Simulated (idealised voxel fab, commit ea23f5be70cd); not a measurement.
The following process module bears the name voxel transistor to metal.
Pictured: cross-section cut, 215 nm wide, on a grid of 5 nm square cells.
Think of the cross-section as a grid of square cells. We describe it in bands, top to bottom, and each band covers one or more rows of those cells.
The entry gives the band's vertical extent as a top height and a bottom height in nm, then its horizontal make-up as materials from left to right, each with a width in nm. "air" stands for empty space; a single material marked "everywhere" fills the band edge to edge.
The level at which height equals 0 is the one under which the wafer, as it arrives, is entirely one material. No lower edge exists for the bottom band, which continues downward and is notated as in "0..down".
Read "30->40" as a graded width: first number on top, second number at the bottom, same change between each pair of neighbouring rows.
"nothing different", as given for a step, is the statement that not any cell of the cross-section underwent a change during that step.
Entry "Cavities, sealed". Content: empty spaces with no open connection to the top, size 8 cells or greater. Each: width x height at distance. Distance: from left edge. Unit: nm.
On a step's line, text after the settings is the simulator commenting on that step.
overlay nm: how far to the right of its planned place the mask lay on this masked step (negative: to the left).
## Process steps - plan
1 RECEIVE [material Si]
2 CONFORMAL_DEP [material SiO2] [thk nm 5]
3 CONFORMAL_DEP [material SiN] [thk nm 15]
4 MASKED_ETCH [tone cover] [mask id ACTIVE] [width nm 100] [etch materials SiN] [depth nm 15] [overlay nm 0]
5 MASKED_ETCH [tone cover] [mask id ACTIVE] [width nm 90] [etch materials SiO2] [depth nm 5] [overlay nm 0]
6 MASKED_ETCH [tone cover] [mask id ACTIVE] [width nm 100] [etch materials Si] [depth nm 20] [overlay nm 0]
7 OXIDIZE [depth nm 5]
8 FILL_DEP [material SiO2] [thk nm 10]
9 CMP [height nm 20]
10 SELECTIVE_ETCH [etch materials SiO2] [depth nm 10]
11 STRIP [etch materials SiN]
12 SELECTIVE_ETCH [etch materials SiO2] [depth nm 5]
13 OXIDIZE [depth nm 5]
14 DIRECTIONAL_DEP [material polySi] [thk nm 30]
15 DIRECTIONAL_DEP [material SiCN] [thk nm 15]
16 DIRECTIONAL_DEP [material aC] [thk nm 10]
17 PATTERN [tone cover] [mask id GATE] [material resist] [width nm 20] [thk nm 25] [overlay nm 0]
18 DIRECTIONAL_ETCH [etch materials aC] [depth nm 10]
19 STRIP [etch materials resist]
20 DIRECTIONAL_ETCH [etch materials SiCN] [depth nm 25]
21 DIRECTIONAL_ETCH [etch materials polySi] [depth nm 40]
22 STRIP [etch materials aC]
23 CONFORMAL_DEP [material SiO2] [thk nm 5]
24 DIRECTIONAL_ETCH [etch materials SiO2] [depth nm 5]
25 CONFORMAL_DEP [material SiN] [thk nm 10]
26 DIRECTIONAL_ETCH [etch materials SiN] [depth nm 10]
27 DIRECTIONAL_ETCH [etch materials SiO2] [depth nm 5]
28 EPI [material SiGe] [thk nm 5]
29 FILL_DEP [material SiO2] [thk nm 10]
30 CMP [height nm 45]
31 DIRECTIONAL_DEP [material SiO2] [thk nm 15]
32 DIRECTIONAL_DEP [material aC] [thk nm 10]
33 PATTERN [tone open] [mask id CONTACT] [material resist] [width nm 30] [pitch nm 60] [thk nm 30] [overlay nm 0]
34 DIRECTIONAL_ETCH [etch materials aC] [depth nm 10]
35 STRIP [etch materials resist]
36 DIRECTIONAL_ETCH [etch materials SiO2] [depth nm 60]
37 STRIP [etch materials aC]
38 CONFORMAL_DEP [material TiN] [thk nm 5]
39 FILL_DEP [material Ru] [thk nm 5]
40 CMP [height nm 60]
41 DIRECTIONAL_DEP [material TiN] [thk nm 5]
42 DIRECTIONAL_DEP [material Ru] [thk nm 15]
43 MASKED_ETCH [tone cover] [mask id METAL_1] [width nm 20] [pitch nm 70] [etch materials Ru] [depth nm 15] [overlay nm 0]
44 MASKED_ETCH [tone cover] [mask id METAL_1] [width nm 20] [pitch nm 70] [etch materials TiN] [depth nm 5] [overlay nm 0]
45 CONFORMAL_DEP [material SiN] [thk nm 5]
46 FILL_DEP [material lowk] [thk nm 5]
47 CMP [height nm 80]
48 CONFORMAL_DEP [material SiCN] [thk nm 5]
49 DIRECTIONAL_DEP [material SiO2] [thk nm 25]
50 MASKED_ETCH [tone open] [mask id METAL_2] [width nm 20] [pitch nm 70] [etch materials SiO2] [depth nm 15] [overlay nm 0]
51 MASKED_ETCH [tone open] [mask id METAL_2_HOLES] [width nm 15] [pitch nm 70] [etch materials SiO2] [depth nm 10] [overlay nm 0]
52 MASKED_ETCH [tone open] [mask id METAL_2_HOLES] [width nm 15] [pitch nm 70] [etch materials SiCN] [depth nm 5] [overlay nm 0]
53 CONFORMAL_DEP [material TiN] [thk nm 5]
54 FILL_DEP [material Cu] [thk nm 5]
55 CMP [height nm 110]
56 CONFORMAL_DEP [material SiCN] [thk nm 5]
Among the wafers covered here, the point of difference is the width nm at step 5; their starting state is shared, and the plan presents the value of the first wafer.
## The as-received cross-section of the first of several wafers corresponds to the state after step 1
> 0..down | Si everywhere
> Cavities, sealed: none
## For your reference, the table is organized with a row per wafer; each row reflects the wafer at the end of the module, indicating for each material the cells gained (+) or lost (-) since receipt, and thereafter its closed voids
width nm 90, +14 Cu, +74 Ru, -143 Si, +92 SiCN, +6 SiGe, +87 SiN, +650 SiO2, +92 TiN, +93 lowk, +24 polySi, Cavities, sealed: none
width nm 95, +14 Cu, +74 Ru, -143 Si, +92 SiCN, +6 SiGe, +87 SiN, +650 SiO2, +92 TiN, +93 lowk, +24 polySi, Cavities, sealed: none
width nm 100, +14 Cu, +74 Ru, -143 Si, +92 SiCN, +6 SiGe, +87 SiN, +650 SiO2, +92 TiN, +93 lowk, +24 polySi, Cavities, sealed: none
width nm 105, +14 Cu, +74 Ru, -139 Si, +92 SiCN, +6 SiGe, +87 SiN, +646 SiO2, +92 TiN, +93 lowk, +24 polySi, Cavities, sealed: none
width nm 110, +14 Cu, +74 Ru, -135 Si, +92 SiCN, +6 SiGe, +87 SiN, +642 SiO2, +92 TiN, +93 lowk, +24 polySi, Cavities, sealed: none
width nm 115, +14 Cu, +74 Ru, -131 Si, +92 SiCN, +6 SiGe, +87 SiN, +638 SiO2, +92 TiN, +93 lowk, +24 polySi, Cavities, sealed: none
